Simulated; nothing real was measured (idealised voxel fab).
Process module under the name voxel released beams
The figure presents cross-section cut, which has a width of 220 nm and is divided into square cells with an edge length of 5 nm.
A cross-section in this document is a grid of square cells, and it is written down as bands, the top band listed before the ones below it; a band is made up of one or more rows of cells. Heights first: top, then bottom, in nm. Then materials, left to right, each with a width in nm. "all across" on a single material: fills the band edge to edge. "empty": empty space. Below 0: as-received wafer, all one material; heights counted from there. Lowest band: no bottom, goes on down, written "z 0 and below". A two-number width, for instance "30..40", indicates that the width is equal to the first number in the top row of the band and to the second number in the bottom row, and that it changes by a constant amount per row of cells. Given "nothing different" for a step, no cell of the cross-section differs between before and after that step. Voids not open to the top, 8 cells minimum: see "Enclosed void list". Written width x height at distance; distance is from the left edge; nm. Past the settings on a step's line: simulator remark, on that step. "overlay nm" answers the question of how far to the right of plan the mask lay on a step that has a mask, and when it is negative the answer is to the left.

plan
- 1: op RECEIVE | material Si
- 2: op CONFORMAL_DEP | material SiN | thk nm 5
- 3: op DIRECTIONAL_DEP | material SiO2 | thk nm 10
- 4: op MASKED_ETCH | tone open | mask id ANCHOR | width nm 35 | etch materials SiO2 | depth nm 10 | overlay nm 0
- 5: op CONFORMAL_DEP | material TiN | thk nm 15
- 6: op DIRECTIONAL_DEP | material aC | thk nm 10
- 7: op PATTERN | tone cover | mask id BEAM | material resist | width nm 90 | thk nm 30 | overlay nm 0
- 8: op DIRECTIONAL_ETCH | etch materials aC | depth nm 10
- 9: op STRIP | etch materials resist
- 10: op DIRECTIONAL_ETCH | etch materials TiN | depth nm 15
- 11: op STRIP | etch materials aC
- 12: op STRIP | etch materials SiO2

Wafer, first of two, run as planned

Incoming wafer in cross-section (state: after step 1)
* z 0 and below = Si all across
* Enclosed void list: none

Step 2 complete: cross-section through the wafer
* z 5 to 0 = SiN all across
* For the remainder of the cross-section, below 0, there is no change.

Step 3 complete: cross-section through the wafer
* z 15 to 5 = SiO2 all across
* For the remainder of the cross-section, below 5, there is no change.

Step 4 complete: cross-section through the wafer
* z 15 to 5 = SiO2 65 nm, empty 35 nm, SiO2 120 nm
* For the remainder of the cross-section, below 5, there is no change.

Step 5 complete: cross-section through the wafer
* z 30 to 20 = TiN 80 nm, empty 5 nm, TiN 135 nm
* z 20 to 15 = TiN all across
* z 15 to 5 = SiO2 65 nm, TiN 35 nm, SiO2 120 nm
* For the remainder of the cross-section, below 5, there is no change.

Step 6 complete: cross-section through the wafer
* z 40 to 30 = aC 80 nm, empty 5 nm, aC 135 nm
* z 30 to 20 = TiN 80 nm, aC 5 nm, TiN 135 nm
* For the remainder of the cross-section, below 20, there is no change.

Step 7 complete: cross-section through the wafer
* z 70 to 40 = empty 60 nm, resist 90 nm, empty 70 nm
* z 40 to 30 = aC 80 nm, resist 5 nm, aC 135 nm
* For the remainder of the cross-section, below 30, there is no change.

Step 8 complete: cross-section through the wafer
* z 60 to 40 = empty 60 nm, resist 90 nm, empty 70 nm
* z 40 to 30 = empty 60 nm, aC 20 nm, resist 5 nm, aC 65 nm, empty 70 nm
* For the remainder of the cross-section, below 30, there is no change.

Step 9 complete: cross-section through the wafer
* z 40 to 30 = empty 60 nm, aC 20 nm, empty 5 nm, aC 65 nm, empty 70 nm
* For the remainder of the cross-section, below 30, there is no change.

Step 10 complete: cross-section through the wafer
* z 40 to 30 = empty 60 nm, aC 20 nm, empty 5 nm, aC 65 nm, empty 70 nm
* z 30 to 20 = empty 60 nm, TiN 20 nm, aC 5 nm, TiN 65 nm, empty 70 nm
* z 20 to 15 = empty 60 nm, TiN 90 nm, empty 70 nm
* For the remainder of the cross-section, below 15, there is no change.

Step 11 complete: cross-section through the wafer
* z 30 to 20 = empty 60 nm, TiN 20 nm, empty 5 nm, TiN 65 nm, empty 70 nm
* For the remainder of the cross-section, below 20, there is no change.

Step 12 complete: cross-section through the wafer
* z 30 to 20 = empty 60 nm, TiN 20 nm, empty 5 nm, TiN 65 nm, empty 70 nm
* z 20 to 15 = empty 60 nm, TiN 90 nm, empty 70 nm
* z 15 to 5 = empty 65 nm, TiN 35 nm, empty 120 nm
* For the remainder of the cross-section, below 5, there is no change.

Wafer two: like wafer one in start and plan, but with one mistake in execution; identical up to and including step 4

when step 5 should have ended
* z 45 to 15 = TiN all across
* z 15 to 5 = SiO2 65 nm, TiN 35 nm, SiO2 120 nm
* For the remainder of the cross-section, below 5, there is no change.

when step 6 should have ended
* z 55 to 45 = aC all across
* For the remainder of the cross-section, below 45, there is no change.

when step 7 should have ended
* z 85 to 55 = empty 60 nm, resist 90 nm, empty 70 nm
* For the remainder of the cross-section, below 55, there is no change.

when step 8 should have ended
* z 75 to 55 = empty 60 nm, resist 90 nm, empty 70 nm
* z 55 to 45 = empty 60 nm, aC 90 nm, empty 70 nm
* For the remainder of the cross-section, below 45, there is no change.

when step 9 should have ended
* z 55 to 45 = empty 60 nm, aC 90 nm, empty 70 nm
* For the remainder of the cross-section, below 45, there is no change.

when step 10 should have ended
* z 55 to 45 = empty 60 nm, aC 90 nm, empty 70 nm
* z 45 to 30 = empty 60 nm, TiN 90 nm, empty 70 nm
* For the remainder of the cross-section, below 30, there is no change.

when step 11 should have ended
* z 45 to 30 = empty 60 nm, TiN 90 nm, empty 70 nm
* For the remainder of the cross-section, below 30, there is no change.

when step 12 should have ended: nothing different
Misprocessing identified: step 5, plan: ran twice
The closing comparison, in cells, has the second wafer with more or fewer of some materials than the first: 74 more of SiO2 | 134 more of TiN
